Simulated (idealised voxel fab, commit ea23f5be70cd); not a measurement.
Documented hereafter: the process module known as voxel plated lines.
Pictured: cross-section cut, 240 nm wide, on a grid of 5 nm square cells.
Cross-section format: a grid of square cells, given as bands from top to bottom; each band is one or more rows of cells.
The band entry comprises the height of the band's top followed by the height of its bottom, expressed in nm, and subsequently the band's materials from left to right, each stated together with its width in nm. Where a single material is marked with the word "full width", that material fills the band from edge to edge. The word "air" represents empty space.
All heights in this document are referenced to 0, defined as the level beneath which the wafer, as received, consists entirely of one material. The lowest band is not bounded below; it extends indefinitely downward and is written in the form "z 0 and below".
The notation "30->40" denotes a width that varies across the rows of cells in the band, beginning at the first number in the top row, finishing at the second number in the bottom row, and changing by an identical amount from each row to the next.
What does "remained the same" mean for a step? It means no cell of the cross-section changed in that step.
Reported under the label "Closed void list" are the empty spaces having no open way to the top and comprising 8 cells or more; the notation for each is width x height at distance, in which the distance is measured from the left edge and all three values are in nm.
On each step's line, the part that comes after the settings is the simulator's own comment on the step.
A step's line can hold "overlay nm"; with a mask on that step, the setting says how far right of the planned place the mask lay, while a negative setting says it lay to the left.

# The following list gives the planned process steps
1: op RECEIVE | material Si
2: op CONFORMAL_DEP | material Al2O3 | thk nm 10
3: op DIRECTIONAL_DEP | material TiN | thk nm 5
4: op PATTERN | tone open | mask id LINES | material resist | width nm 30 | pitch nm 60 | thk nm 30 | overlay nm 0
5: op EPI | material Ru | thk nm 10
6: op EPI | material Ru | thk nm 10
7: op STRIP | etch materials resist
8: op DIRECTIONAL_ETCH | etch materials TiN | depth nm 5
9: op CONFORMAL_DEP | material SiN | thk nm 5

# Incoming wafer in cross-section (state: after step 1)
z 0 and below: Si full width
Closed void list: none

# Module complete - cross-section of the first of two wafers, run according to plan
z 40 to 35: air 10 nm, then SiN 40 nm, then air 20 nm, then SiN 40 nm, then air 20 nm, then SiN 40 nm, then air 20 nm, then SiN 40 nm, then air 10 nm
z 35 to 15: air 10 nm, then SiN 5 nm, then Ru 30 nm, then SiN 5 nm, then air 20 nm, then SiN 5 nm, then Ru 30 nm, then SiN 5 nm, then air 20 nm, then SiN 5 nm, then Ru 30 nm, then SiN 5 nm, then air 20 nm, then SiN 5 nm, then Ru 30 nm, then SiN 5 nm, then air 10 nm
z 15 to 10: SiN 15 nm, then TiN 30 nm, then SiN 30 nm, then TiN 30 nm, then SiN 30 nm, then TiN 30 nm, then SiN 30 nm, then TiN 30 nm, then SiN 15 nm
z 10 to 0: Al2O3 full width
z 0 and below: Si full width
Closed void list: none

# Presented here is a cross-section of the second of the two wafers as it stood at the end of the module. It was started in the same manner and assigned the same plan as the first wafer; however, one mistake was made in its execution
z 50 to 45: air 10 nm, then SiN 40 nm, then air 20 nm, then SiN 40 nm, then air 20 nm, then SiN 40 nm, then air 20 nm, then SiN 40 nm, then air 10 nm
z 45 to 15: air 10 nm, then SiN 5 nm, then Ru 30 nm, then SiN 5 nm, then air 20 nm, then SiN 5 nm, then Ru 30 nm, then SiN 5 nm, then air 20 nm, then SiN 5 nm, then Ru 30 nm, then SiN 5 nm, then air 20 nm, then SiN 5 nm, then Ru 30 nm, then SiN 5 nm, then air 10 nm
z 15 to 10: SiN 15 nm, then TiN 30 nm, then SiN 30 nm, then TiN 30 nm, then SiN 30 nm, then TiN 30 nm, then SiN 30 nm, then TiN 30 nm, then SiN 15 nm
z 10 to 0: Al2O3 full width
z 0 and below: Si full width
Closed void list: none
What went wrong in running the wafer? there is no telling which one of steps 5 and 6, all the same, got done twice
Count the cells at the end and the second wafer has more or fewer of some materials than the first: Ru +48 | SiN +16
